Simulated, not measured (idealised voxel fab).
process module | voxel air gaps
cross-section cut | 265 nm wide | cells 5 nm
A cross-section is a grid of square cells, given in bands from the top down. A band is one or more rows of cells.
Each band's line starts with the height of the band's top and of its bottom, in nm. Then come its materials from left to right, each with its width in nm. One material with "throughout" fills the band from edge to edge. "air" is empty space.
Height 0 is the level under which the wafer as received is all one material. The lowest band goes on downwards, as in "0 down".
A width such as "30 to 40" changes by the same amount from each row of cells to the next, from the band's top row to its bottom row.
"no change" after a step means that no cell of the cross-section changed.
closed voids: empty space of 8 cells or more with no open way to the top, each as width x height at its distance from the left edge, in nm
after a step's settings: what the simulator itself notes on the step
overlay nm, on a step with a mask: how far to the right of its planned place the mask lay; to the left if negative
plan
1 op RECEIVE | material Si
2 op CONFORMAL_DEP | material SiO2 | thk nm 15
3 op CONFORMAL_DEP | material SiN | thk nm 5
4 op DIRECTIONAL_DEP | material SiO2 | thk nm 40
5 op DIRECTIONAL_DEP | material aC | thk nm 15
6 op PATTERN | tone open | mask id LINES | material resist | width nm 15 | pitch nm 40 | thk nm 35 | overlay nm 0
7 op DIRECTIONAL_ETCH | etch materials aC | depth nm 15
8 op STRIP | etch materials resist
9 op DIRECTIONAL_ETCH | etch materials SiO2 | depth nm 40
10 op STRIP | etch materials aC
11 op CONFORMAL_DEP | material TiN | thk nm 5
12 op FILL_DEP | material W | thk nm 10
13 op CMP | height nm 60
14 op EPI | material Ru | thk nm 10
15 op SELECTIVE_ETCH | etch materials SiO2 | depth nm 50
16 op CONFORMAL_DEP | material SiN | thk nm 5
first wafer, as planned
as received, after step 1
  0 down: Si throughout
  closed voids: none
after step 2
  15 to 0: SiO2 throughout
  below 0: unchanged
after step 3
  20 to 15: SiN throughout
  below 15: unchanged
after step 4
  60 to 20: SiO2 throughout
  below 20: unchanged
after step 5
  75 to 60: aC throughout
  below 60: unchanged
after step 6
  110 to 75: resist 85 | air 15 | resist 25 | air 15 | resist 25 | air 15 | resist 85
  below 75: unchanged
after step 7
  95 to 75: resist 85 | air 15 | resist 25 | air 15 | resist 25 | air 15 | resist 85
  75 to 60: aC 85 | air 15 | aC 25 | air 15 | aC 25 | air 15 | aC 85
  below 60: unchanged
after step 8
  75 to 60: aC 85 | air 15 | aC 25 | air 15 | aC 25 | air 15 | aC 85
  below 60: unchanged
after step 9
  75 to 60: aC 85 | air 15 | aC 25 | air 15 | aC 25 | air 15 | aC 85
  60 to 20: SiO2 85 | air 15 | SiO2 25 | air 15 | SiO2 25 | air 15 | SiO2 85
  below 20: unchanged
after step 10
  60 to 20: SiO2 85 | air 15 | SiO2 25 | air 15 | SiO2 25 | air 15 | SiO2 85
  below 20: unchanged
after step 11
  65 to 60: TiN 90 | air 5 | TiN 35 | air 5 | TiN 35 | air 5 | TiN 90
  60 to 25: SiO2 85 | TiN 5 | air 5 | TiN 5 | SiO2 25 | TiN 5 | air 5 | TiN 5 | SiO2 25 | TiN 5 | air 5 | TiN 5 | SiO2 85
  25 to 20: SiO2 85 | TiN 15 | SiO2 25 | TiN 15 | SiO2 25 | TiN 15 | SiO2 85
  below 20: unchanged
after step 12
  75 to 65: W throughout
  65 to 60: TiN 90 | W 5 | TiN 35 | W 5 | TiN 35 | W 5 | TiN 90
  60 to 25: SiO2 85 | TiN 5 | W 5 | TiN 5 | SiO2 25 | TiN 5 | W 5 | TiN 5 | SiO2 25 | TiN 5 | W 5 | TiN 5 | SiO2 85
  below 25: unchanged
after step 13
  60 to 25: SiO2 85 | TiN 5 | W 5 | TiN 5 | SiO2 25 | TiN 5 | W 5 | TiN 5 | SiO2 25 | TiN 5 | W 5 | TiN 5 | SiO2 85
  below 25: unchanged
after step 14
  70 to 60: air 75 | Ru 35 | air 5 | Ru 35 | air 5 | Ru 35 | air 75
  below 60: unchanged
after step 15
  70 to 60: air 75 | Ru 35 | air 5 | Ru 35 | air 5 | Ru 35 | air 75
  60 to 25: air 85 | TiN 5 | W 5 | TiN 5 | air 25 | TiN 5 | W 5 | TiN 5 | air 25 | TiN 5 | W 5 | TiN 5 | air 85
  25 to 20: air 85 | TiN 15 | air 25 | TiN 15 | air 25 | TiN 15 | air 85
  below 20: unchanged
after step 16
  75 to 70: air 70 | SiN 125 | air 70
  70 to 60: air 70 | SiN 5 | Ru 35 | SiN 5 | Ru 35 | SiN 5 | Ru 35 | SiN 5 | air 70
  60 to 55: air 70 | SiN 15 | TiN 5 | W 5 | TiN 5 | SiN 25 | TiN 5 | W 5 | TiN 5 | SiN 25 | TiN 5 | W 5 | TiN 5 | SiN 15 | air 70
  55 to 25: air 80 | SiN 5 | TiN 5 | W 5 | TiN 5 | SiN 5 | air 15 | SiN 5 | TiN 5 | W 5 | TiN 5 | SiN 5 | air 15 | SiN 5 | TiN 5 | W 5 | TiN 5 | SiN 5 | air 80
  25 to 20: SiN 85 | TiN 15 | SiN 25 | TiN 15 | SiN 25 | TiN 15 | SiN 85
  below 20: unchanged
  closed voids: 15 x 30 at 105; 15 x 30 at 145
second wafer: like start, like plan, one mistake. Through step 12 it matches the first wafer
when step 13 should have ended: no change
when step 14 should have ended
  85 to 75: Ru throughout
  below 75: unchanged
when step 15 should have ended: no change
when step 16 should have ended
  90 to 85: SiN throughout
  below 85: unchanged
what went wrong: step 13 was left out
at the end the second wafer has, in cells: 64 more of Ru | 76 fewer of SiN | 352 more of SiO2 | 50 more of TiN | 109 more of W
closed voids at the end (first wafer, second wafer): 2, 0
